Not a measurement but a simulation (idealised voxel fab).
The document below concerns the process module designated voxel tone inversion.
We display cut, a cross-section 280 nm in width whose square cells are each 5 nm.
Heads up, the way a cross-section reads in here is a grid of square cells, handed over as bands from the top down, with every band being one or more rows of cells. Top, bottom (nm), then materials left to right with widths (nm); lone material tagged "all across" fills the whole band edge to edge; "air" = empty space. It should be noted that heights are counted from 0, beneath which the wafer as supplied is of one material throughout, and that the lowest band possesses no lower boundary but continues downward, as written in "from 0 down". Width spec "30->40" -> top row of cells at first value, bottom row at second value, equal per-row change in between. A step reported as "identical to before" is a step in which no cell of the cross-section changed. "Trapped voids" enumerates empty spaces isolated from the top, with no open way to it, that contain at least 8 cells, giving each as width x height at distance from the left edge, all three in nm. after a step's settings: what the simulator itself notes on the step. Steps that use a mask can have "overlay nm" on their line. It says how far the mask sat to the right of where it was meant to be. Negative means to the left.

-- Process steps - plan
- 1: RECEIVE (material Si)
- 2: CONFORMAL_DEP (material SiN; thk nm 10)
- 3: DIRECTIONAL_DEP (material aC; thk nm 20)
- 4: PATTERN (tone cover; mask id POSTS; material resist; width nm 25; pitch nm 40; thk nm 25; overlay nm 0)
- 5: DIRECTIONAL_ETCH (etch materials aC; depth nm 20)
- 6: STRIP (etch materials resist)
- 7: FILL_DEP (material lowk; thk nm 5)
- 8: CMP (height nm 30)
- 9: STRIP (etch materials aC)
- 10: CONFORMAL_DEP (material TiN; thk nm 5)
- 11: FILL_DEP (material Ru; thk nm 5)
- 12: CMP (height nm 30)
- 13: CONFORMAL_DEP (material SiN; thk nm 5)

-- Cross-section of the wafer at receipt, which is the condition after step 1
from 0 down: Si all across
Trapped voids: none

-- End-of-module XS, first of two wafers, run as planned
from 35 to 30: SiN all across
from 30 to 15: lowk (85), TiN (5), Ru (15), TiN (5), lowk (15), TiN (5), Ru (15), TiN (5), lowk (15), TiN (5), Ru (15), TiN (5), lowk (90)
from 15 to 10: lowk (85), TiN (25), lowk (15), TiN (25), lowk (15), TiN (25), lowk (90)
from 10 to 0: SiN all across
from 0 down: Si all across
Trapped voids: none

-- End of module, second wafer, cross-section. Started like the first, planned like the first, run with one mistake
from 35 to 30: SiN all across
from 30 to 15: lowk (90), TiN (5), Ru (5), TiN (5), lowk (25), TiN (5), Ru (5), TiN (5), lowk (25), TiN (5), Ru (5), TiN (5), lowk (95)
from 15 to 10: lowk (90), TiN (15), lowk (25), TiN (15), lowk (25), TiN (15), lowk (95)
from 10 to 0: SiN all across
from 0 down: Si all across
Trapped voids: none
So what did we get wrong on this run? off-plan run, step 4, actual operation and settings PATTERN (tone cover; mask id POSTS; material resist; width nm 15; pitch nm 40; thk nm 25; overlay nm 0)
Per the end-of-run cell counts, the second wafer holds more or fewer of some materials than the first: 18 fewer of Ru; 6 fewer of TiN; 24 more of lowk
